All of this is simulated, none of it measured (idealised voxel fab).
voxel self aligned contacts: a process module
Section cut is 255 nm wide and gridded with 5 nm square cells.
When this document writes out a cross-section, it uses a grid of square cells and lists it as bands, beginning at the top and moving down, with a band standing for one or more rows of cells. Per band: top height and bottom height in nm, followed by the left-to-right materials and their widths in nm; "throughout" marks a single material spanning edge to edge, "empty" marks empty space. The level at which height equals 0 is the one under which the wafer, as it arrives, is entirely one material. No lower edge exists for the bottom band, which continues downward and is notated as in "0 -> down". The notation "30..40" denotes a width that varies across the rows of cells in the band, beginning at the first number in the top row, finishing at the second number in the bottom row, and changing by an identical amount from each row to the next. Key: "changes: none" - step with no changed cell in the cross-section. Empty spaces counting at least 8 cells and having no open way to the top are listed in "Non-vented voids". The notation width x height at distance is used for each, the distance being from the left edge and all three values in nm. Note: text after step settings on the step line = simulator remark on that step. overlay nm: where the mask lay relative to plan, measured to the right, on steps with a mask; negatives go left. Before/after cross-section pairs, one process step each; after shown to lowest changed band; step and settings beneath. Pairs may be from different runs of this module on the same starting wafer; a pair continues from the one above only where its "Before-step section" entry says so.
BEFORE-STEP SECTION
65 -> 55 = SiO2 throughout
55 -> 30 = SiO2=25, SiN=55, SiO2=20, SiN=55, SiO2=20, SiN=55, SiO2=25
30 -> 5 = SiO2=25, SiN=10, polySi=35, SiN=10, SiO2=20, SiN=10, polySi=35, SiN=10, SiO2=20, SiN=10, polySi=35, SiN=10, SiO2=25
5 -> 0 = SiO2 throughout
0 -> down = Si throughout
Non-vented voids: none
AFTER
65 -> 55 = SiO2=70, empty=50, SiO2=25, empty=50, SiO2=60
55 -> 30 = SiO2=25, SiN=55, empty=20, SiN=55, empty=20, SiN=55, SiO2=25
30 -> 5 = SiO2=25, SiN=10, polySi=35, SiN=10, empty=20, SiN=10, polySi=35, SiN=10, empty=20, SiN=10, polySi=35, SiN=10, SiO2=25
5 -> 0 = SiO2=80, empty=20, SiO2=55, empty=20, SiO2=80
Anything lower than 0 is untouched.
Non-vented voids: none
As a process note, the step between the before and after cross-sections shown above is MASKED_ETCH, tone open, mask id CONTACT, width nm 50, pitch nm 75, etch materials SiO2, depth nm 65, overlay nm 5
Before-step section: per the after cross-section of the pair just above.
AFTER
70 -> 65 = TiN=75, empty=40, TiN=35, empty=40, TiN=65
65 -> 55 = SiO2=70, TiN=5..15, empty=40..10, TiN=5..25, SiO2=25, TiN=5..15, empty=40..10, TiN=5..25, SiO2=60
55 -> 30 = SiO2=25, SiN=55, TiN=5, empty=10, TiN=5, SiN=55, TiN=5, empty=10, TiN=5, SiN=55, SiO2=25
30 -> 5 = SiO2=25, SiN=10, polySi=35, SiN=10, TiN=5, empty=10, TiN=5, SiN=10, polySi=35, SiN=10, TiN=5, empty=10, TiN=5, SiN=10, polySi=35, SiN=10, SiO2=25
5 -> 0 = SiO2=80, TiN=20, SiO2=55, TiN=20, SiO2=80
Anything lower than 0 is untouched.
Non-vented voids: none
As a process note, the step between the before and after cross-sections shown above is CONFORMAL_DEP, material TiN, thk nm 5
Before-step section: per the after cross-section of the pair just above.
AFTER
80 -> 70 = Ru throughout
70 -> 65 = TiN=75, Ru=40, TiN=35, Ru=40, TiN=65
65 -> 55 = SiO2=70, TiN=5..15, Ru=40..10, TiN=5..25, SiO2=25, TiN=5..15, Ru=40..10, TiN=5..25, SiO2=60
55 -> 30 = SiO2=25, SiN=55, TiN=5, Ru=10, TiN=5, SiN=55, TiN=5, Ru=10, TiN=5, SiN=55, SiO2=25
30 -> 5 = SiO2=25, SiN=10, polySi=35, SiN=10, TiN=5, Ru=10, TiN=5, SiN=10, polySi=35, SiN=10, TiN=5, Ru=10, TiN=5, SiN=10, polySi=35, SiN=10, SiO2=25
Anything lower than 5 is untouched.
Non-vented voids: none
As a process note, the step between the before and after cross-sections shown above is FILL_DEP, material Ru, thk nm 10
Before-step section: per the after cross-section of the pair just above.
AFTER
65 -> 55 = SiO2=70, TiN=5..15, Ru=40..10, TiN=5..25, SiO2=25, TiN=5..15, Ru=40..10, TiN=5..25, SiO2=60
Anything lower than 55 is untouched.
Non-vented voids: none
As a process note, the step between the before and after cross-sections shown above is CMP, height nm 65
Before-step section: per the after cross-section of the pair just above.
AFTER
70 -> 65 = SiN throughout
Anything lower than 65 is untouched.
Non-vented voids: none
As a process note, the step between the before and after cross-sections shown above is CONFORMAL_DEP, material SiN, thk nm 5
BEFORE-STEP SECTION
55 -> 30 = empty=25, SiN=55, empty=20, SiN=55, empty=20, SiN=55, empty=25
30 -> 5 = empty=25, SiN=10, polySi=35, SiN=10, empty=20, SiN=10, polySi=35, SiN=10, empty=20, SiN=10, polySi=35, SiN=10, empty=25
5 -> 0 = SiO2 throughout
0 -> down = Si throughout
Non-vented voids: none
AFTER
70 -> 55 = Ru throughout
55 -> 30 = Ru=25, SiN=55, Ru=20, SiN=55, Ru=20, SiN=55, Ru=25
30 -> 5 = Ru=25, SiN=10, polySi=35, SiN=10, Ru=20, SiN=10, polySi=35, SiN=10, Ru=20, SiN=10, polySi=35, SiN=10, Ru=25
Anything lower than 5 is untouched.
Non-vented voids: none
As a process note, the step between the before and after cross-sections shown above is FILL_DEP, material Ru, thk nm 15
Before-step section: per the after cross-section of the pair just above.
AFTER
65 -> 55 = Ru throughout
Anything lower than 55 is untouched.
Non-vented voids: none
As a process note, the step between the before and after cross-sections shown above is CMP, height nm 65
Before-step section: per the after cross-section of the pair just above.
AFTER
70 -> 65 = TiN throughout
Anything lower than 65 is untouched.
Non-vented voids: none
As a process note, the step between the before and after cross-sections shown above is CONFORMAL_DEP, material TiN, thk nm 5
Before-step section: per the after cross-section of the pair just above.
AFTER
80 -> 70 = Ru throughout
Anything lower than 70 is untouched.
Non-vented voids: none
As a process note, the step between the before and after cross-sections shown above is FILL_DEP, material Ru, thk nm 10
Before-step section: per the after cross-section of the pair just above.
AFTER
65 -> 55 = Ru throughout
Anything lower than 55 is untouched.
Non-vented voids: none
As a process note, the step between the before and after cross-sections shown above is CMP, height nm 65
Before-step section: per the after cross-section of the pair just above.
AFTER
70 -> 65 = SiN throughout
Anything lower than 65 is untouched.
Non-vented voids: none
As a process note, the step between the before and after cross-sections shown above is CONFORMAL_DEP, material SiN, thk nm 5
BEFORE-STEP SECTION
65 -> 55 = SiO2 throughout
55 -> 30 = SiO2=25, SiN=55, SiO2=20, SiN=55, SiO2=20, SiN=55, SiO2=25
30 -> 5 = SiO2=25, SiN=10, polySi=35, SiN=10, SiO2=20, SiN=10, polySi=35, SiN=10, SiO2=20, SiN=10, polySi=35, SiN=10, SiO2=25
5 -> 0 = SiO2 throughout
0 -> down = Si throughout
Non-vented voids: none
AFTER
65 -> 55 = empty=65, SiO2=50, empty=25, SiO2=50, empty=65
55 -> 30 = empty=25, SiN=55, SiO2=20, SiN=55, SiO2=20, SiN=55, empty=25
30 -> 5 = empty=25, SiN=10, polySi=35, SiN=10, SiO2=20, SiN=10, polySi=35, SiN=10, SiO2=20, SiN=10, polySi=35, SiN=10, empty=25
5 -> 0 = empty=25, SiO2=205, empty=25
Anything lower than 0 is untouched.
Non-vented voids: none
As a process note, the step between the before and after cross-sections shown above is MASKED_ETCH, tone cover, mask id CONTACT, width nm 50, pitch nm 75, etch materials SiO2, depth nm 65, overlay nm 0
Before-step section: per the after cross-section of the pair just above.
AFTER
70 -> 65 = empty=60, TiN=60, empty=15, TiN=60, empty=60
65 -> 60 = empty=60, TiN=5, SiO2=50, TiN=5, empty=15, TiN=5, SiO2=50, TiN=5, empty=60
60 -> 55 = empty=20, TiN=45, SiO2=50, TiN=25, SiO2=50, TiN=45, empty=20
55 -> 30 = empty=20, TiN=5, SiN=55, SiO2=20, SiN=55, SiO2=20, SiN=55, TiN=5, empty=20
30 -> 5 = empty=20, TiN=5, SiN=10, polySi=35, SiN=10, SiO2=20, SiN=10, polySi=35, SiN=10, SiO2=20, SiN=10, polySi=35, SiN=10, TiN=5, empty=20
5 -> 0 = TiN=25, SiO2=205, TiN=25
Anything lower than 0 is untouched.
Non-vented voids: none
As a process note, the step between the before and after cross-sections shown above is CONFORMAL_DEP, material TiN, thk nm 5
Before-step section: per the after cross-section of the pair just above.
AFTER
80 -> 70 = Ru throughout
70 -> 65 = Ru=60, TiN=60, Ru=15, TiN=60, Ru=60
65 -> 60 = Ru=60, TiN=5, SiO2=50, TiN=5, Ru=15, TiN=5, SiO2=50, TiN=5, Ru=60
60 -> 55 = Ru=20, TiN=45, SiO2=50, TiN=25, SiO2=50, TiN=45, Ru=20
55 -> 30 = Ru=20, TiN=5, SiN=55, SiO2=20, SiN=55, SiO2=20, SiN=55, TiN=5, Ru=20
30 -> 5 = Ru=20, TiN=5, SiN=10, polySi=35, SiN=10, SiO2=20, SiN=10, polySi=35, SiN=10, SiO2=20, SiN=10, polySi=35, SiN=10, TiN=5, Ru=20
Anything lower than 5 is untouched.
Non-vented voids: none
As a process note, the step between the before and after cross-sections shown above is FILL_DEP, material Ru, thk nm 10
Before-step section: per the after cross-section of the pair just above.
AFTER
65 -> 60 = Ru=60, TiN=5, SiO2=50, TiN=5, Ru=15, TiN=5, SiO2=50, TiN=5, Ru=60
Anything lower than 60 is untouched.
Non-vented voids: none
As a process note, the step between the before and after cross-sections shown above is CMP, height nm 65
Before-step section: per the after cross-section of the pair just above.
AFTER
70 -> 65 = SiN throughout
Anything lower than 65 is untouched.
Non-vented voids: none
As a process note, the step between the before and after cross-sections shown above is CONFORMAL_DEP, material SiN, thk nm 5
